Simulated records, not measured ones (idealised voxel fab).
Presented below is a process module, voxel transistor to metal.
290 nm wide, 5 nm square cells: that's cross-section cut.
Each cross-section below is a grid of square cells, stated as bands in top-down order, with one or more rows of cells making up each band. Per band: top height and bottom height in nm, followed by the left-to-right materials and their widths in nm; "edge to edge" marks a single material spanning edge to edge, "air" marks empty space. Basically, 0 is our baseline, since under it the wafer straight out of the box is all one material. The bottom band has no lower end and keeps on going down, so it looks like "0 and below". A width such as "30->40" changes by the same amount from each row of cells to the next, from the band's top row to its bottom row. "remains unaltered" means the step left every cell of the cross-section as it was. Reported under the label "Sealed void inventory" are the empty spaces having no open way to the top and comprising 8 cells or more; the notation for each is width x height at distance, in which the distance is measured from the left edge and all three values are in nm. Step line, after settings: the simulator's comment on this step. Among the settings permitted on a step's line is "overlay nm"; applied to a step with a mask, it specifies the extent to which the mask lay to the right of its planned position, whereas a negative figure signifies a position to the left.

## Set out below are the planned steps of the process
1. RECEIVE, material Si
2. OXIDIZE, depth nm 5
3. CONFORMAL_DEP, material SiN, thk nm 10
4. MASKED_ETCH, tone cover, mask id ACTIVE, width nm 95, pitch nm 115, etch materials SiN, depth nm 10, overlay nm 0
5. MASKED_ETCH, tone cover, mask id ACTIVE, width nm 95, pitch nm 115, etch materials SiO2, depth nm 5, overlay nm -15
6. MASKED_ETCH, tone cover, mask id ACTIVE, width nm 95, pitch nm 115, etch materials Si, depth nm 35, overlay nm 0
7. FILL_DEP, material SiO2, thk nm 10
8. CMP, height nm 10
9. SELECTIVE_ETCH, etch materials SiO2, depth nm 5
10. STRIP, etch materials SiN
11. SELECTIVE_ETCH, etch materials SiO2, depth nm 5
12. OXIDIZE, depth nm 5
13. DIRECTIONAL_DEP, material polySi, thk nm 20
14. DIRECTIONAL_DEP, material SiCN, thk nm 10
15. MASKED_ETCH, tone cover, mask id GATE, width nm 15, pitch nm 115, etch materials SiCN, depth nm 20, overlay nm 0
16. MASKED_ETCH, tone cover, mask id GATE, width nm 15, pitch nm 115, etch materials polySi, depth nm 30, overlay nm 0
17. CONFORMAL_DEP, material SiO2, thk nm 5
18. DIRECTIONAL_ETCH, etch materials SiO2, depth nm 5
19. CONFORMAL_DEP, material SiN, thk nm 10
20. DIRECTIONAL_ETCH, etch materials SiN, depth nm 10
21. DIRECTIONAL_ETCH, etch materials SiO2, depth nm 5
22. DIRECTIONAL_ETCH, etch materials Si, depth nm 10
23. EPI, material nSi, thk nm 10
24. FILL_DEP, material SiO2, thk nm 10
25. CMP, height nm 25
26. DIRECTIONAL_DEP, material SiO2, thk nm 15
27. PATTERN, tone open, mask id CONTACT, material resist, width nm 20, thk nm 15, overlay nm 0
28. DIRECTIONAL_ETCH, etch materials SiO2, depth nm 40
29. STRIP, etch materials resist
30. CONFORMAL_DEP, material TiN, thk nm 5
31. FILL_DEP, material W, thk nm 10
32. CMP, height nm 40
33. CONFORMAL_DEP, material SiN, thk nm 5
34. DIRECTIONAL_DEP, material lowk, thk nm 20
35. DIRECTIONAL_DEP, material aC, thk nm 10
36. PATTERN, tone open, mask id METAL_1, material resist, width nm 20, thk nm 25, overlay nm 0
37. DIRECTIONAL_ETCH, etch materials aC, depth nm 10
38. STRIP, etch materials resist
39. DIRECTIONAL_ETCH, etch materials lowk, depth nm 20
40. DIRECTIONAL_ETCH, etch materials SiN, depth nm 5
41. STRIP, etch materials aC
42. CONFORMAL_DEP, material TiN, thk nm 5
43. FILL_DEP, material Cu, thk nm 5
44. CMP, height nm 65
45. CONFORMAL_DEP, material SiCN, thk nm 5
46. DIRECTIONAL_DEP, material lowk, thk nm 30
47. DIRECTIONAL_DEP, material aC, thk nm 15
48. PATTERN, tone open, mask id METAL_2, material resist, width nm 20, pitch nm 115, thk nm 35, overlay nm 0
49. DIRECTIONAL_ETCH, etch materials aC, depth nm 15
50. STRIP, etch materials resist
51. DIRECTIONAL_ETCH, etch materials lowk, depth nm 20
52. STRIP, etch materials aC
53. MASKED_ETCH, tone open, mask id METAL_2_HOLES, width nm 15, pitch nm 115, etch materials lowk, depth nm 10, overlay nm 0
54. MASKED_ETCH, tone open, mask id METAL_2_HOLES, width nm 15, pitch nm 115, etch materials SiCN, depth nm 5, overlay nm 0
55. CONFORMAL_DEP, material TiN, thk nm 5
56. FILL_DEP, material Cu, thk nm 5
57. CMP, height nm 100
58. CONFORMAL_DEP, material SiCN, thk nm 5
It is noted that the wafers described herein are identical at the outset and are distinguished by the overlay nm of step 5; the value stated in the plan corresponds to the first wafer.

## Cross-section of the first incoming wafer of several, state after step 1
> 0 and below: Si edge to edge
> Sealed void inventory: none

## Here is how to read the rows: every wafer has a row, and it shows the wafer at the end of the module, giving for each material how many cells were gained (+) or lost (-) since the wafer was received, then listing its closed voids
overlay nm -15, +50 Cu, -226 Si, +122 SiCN, +98 SiN, +412 SiO2, +152 TiN, +56 W, +472 lowk, +58 nSi, +24 polySi, Sealed void inventory: none
overlay nm -10, +50 Cu, -236 Si, +122 SiCN, +98 SiN, +432 SiO2, +152 TiN, +56 W, +472 lowk, +48 nSi, +24 polySi, Sealed void inventory: none
overlay nm -5, +50 Cu, -248 Si, +122 SiCN, +98 SiN, +444 SiO2, +152 TiN, +56 W, +472 lowk, +48 nSi, +24 polySi, Sealed void inventory: none
overlay nm 0, +50 Cu, -260 Si, +122 SiCN, +98 SiN, +456 SiO2, +152 TiN, +56 W, +472 lowk, +48 nSi, +24 polySi, Sealed void inventory: none
overlay nm 5, +50 Cu, -248 Si, +122 SiCN, +98 SiN, +444 SiO2, +152 TiN, +56 W, +472 lowk, +48 nSi, +24 polySi, Sealed void inventory: none
overlay nm 10, +50 Cu, -236 Si, +122 SiCN, +98 SiN, +432 SiO2, +152 TiN, +56 W, +472 lowk, +48 nSi, +24 polySi, Sealed void inventory: none
overlay nm 15, +50 Cu, -226 Si, +122 SiCN, +98 SiN, +412 SiO2, +152 TiN, +56 W, +472 lowk, +58 nSi, +24 polySi, Sealed void inventory: none
